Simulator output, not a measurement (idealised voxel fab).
process module | voxel capacitor over wiring
cross-section cut | 270 nm wide | cells 5 nm
A cross-section is a grid of square cells, given in bands from the top down. A band is one or more rows of cells.
Each band's line starts with the height of the band's top and of its bottom, in nm. Then come its materials from left to right, each with its width in nm. One material with "throughout" fills the band from edge to edge. "air" is empty space.
Height 0 is the level under which the wafer as received is all one material. The lowest band goes on downwards, as in "0 down".
A width such as "30 to 40" changes by the same amount from each row of cells to the next, from the band's top row to its bottom row.
"no change" after a step means that no cell of the cross-section changed.
closed voids: empty space of 8 cells or more with no open way to the top, each as width x height at its distance from the left edge, in nm
after a step's settings: what the simulator itself notes on the step
overlay nm, on a step with a mask: how far to the right of its planned place the mask lay; to the left if negative
plan
1 op RECEIVE | material Si
2 op CONFORMAL_DEP | material SiO2 | thk nm 15
3 op CONFORMAL_DEP | material SiCN | thk nm 5
4 op DIRECTIONAL_DEP | material SiO2 | thk nm 20
5 op PATTERN | tone open | mask id METAL_1 | material resist | width nm 30 | pitch nm 80 | thk nm 20 | overlay nm 0
6 op DIRECTIONAL_ETCH | etch materials SiO2 | depth nm 20
7 op DIRECTIONAL_ETCH | etch materials SiCN | depth nm 5
8 op STRIP | etch materials resist
9 op CONFORMAL_DEP | material TiN | thk nm 5
10 op FILL_DEP | material Cu | thk nm 5
11 op CMP | height nm 40
12 op EPI | material Ru | thk nm 5
13 op FILL_DEP | material SiCN | thk nm 5
14 op DIRECTIONAL_DEP | material lowk | thk nm 20
15 op PATTERN | tone open | mask id PLUG_1 | material resist | width nm 15 | thk nm 15 | overlay nm 0
16 op DIRECTIONAL_ETCH | etch materials lowk | depth nm 20
17 op DIRECTIONAL_ETCH | etch materials SiCN | depth nm 5
18 op STRIP | etch materials resist
19 op EPI | material Ru | thk nm 10
20 op EPI | material Ru | thk nm 10
21 op EPI | material Ru | thk nm 5
22 op DIRECTIONAL_DEP | material TiN | thk nm 5
23 op DIRECTIONAL_DEP | material Al2O3 | thk nm 5
24 op DIRECTIONAL_DEP | material TiN | thk nm 10
25 op DIRECTIONAL_DEP | material aC | thk nm 15
26 op PATTERN | tone cover | mask id UPPER_PLATE | material resist | width nm 55 | thk nm 35 | overlay nm 0
27 op DIRECTIONAL_ETCH | etch materials aC | depth nm 15
28 op STRIP | etch materials resist
29 op DIRECTIONAL_ETCH | etch materials TiN | depth nm 10
30 op DIRECTIONAL_ETCH | etch materials Al2O3 | depth nm 5
31 op STRIP | etch materials aC
32 op MASKED_ETCH | tone cover | mask id LOWER_PLATE | width nm 65 | etch materials TiN | depth nm 5 | overlay nm 0
33 op FILL_DEP | material SiO2 | thk nm 20
34 op CMP | height nm 105
35 op PATTERN | tone open | mask id PLUG_2 | material resist | width nm 15 | thk nm 15 | overlay nm 0
36 op DIRECTIONAL_ETCH | etch materials SiO2 | depth nm 15
37 op STRIP | etch materials resist
38 op CONFORMAL_DEP | material TiN | thk nm 5
39 op FILL_DEP | material W | thk nm 10
40 op CMP | height nm 105
41 op CONFORMAL_DEP | material SiN | thk nm 5
varied across the wafers: width nm of step 35. The plan shows the first wafer's value. All wafers start alike
first wafer as received, after step 1
  0 down: Si throughout
  closed voids: none
each wafer at the end: cells of each material gained (+) or lost (-) since it was received, then its closed voids
width nm 15 | +11 Al2O3 | +32 Cu | +31 Ru | +131 SiCN | +54 SiN | +653 SiO2 | +70 TiN | +2 W | +204 lowk | closed voids: none
width nm 20 | +11 Al2O3 | +32 Cu | +31 Ru | +131 SiCN | +54 SiN | +650 SiO2 | +71 TiN | +4 W | +204 lowk | closed voids: none
width nm 25 | +11 Al2O3 | +32 Cu | +31 Ru | +131 SiCN | +54 SiN | +647 SiO2 | +72 TiN | +6 W | +204 lowk | closed voids: none
width nm 30 | +11 Al2O3 | +32 Cu | +31 Ru | +131 SiCN | +54 SiN | +644 SiO2 | +73 TiN | +8 W | +204 lowk | closed voids: none
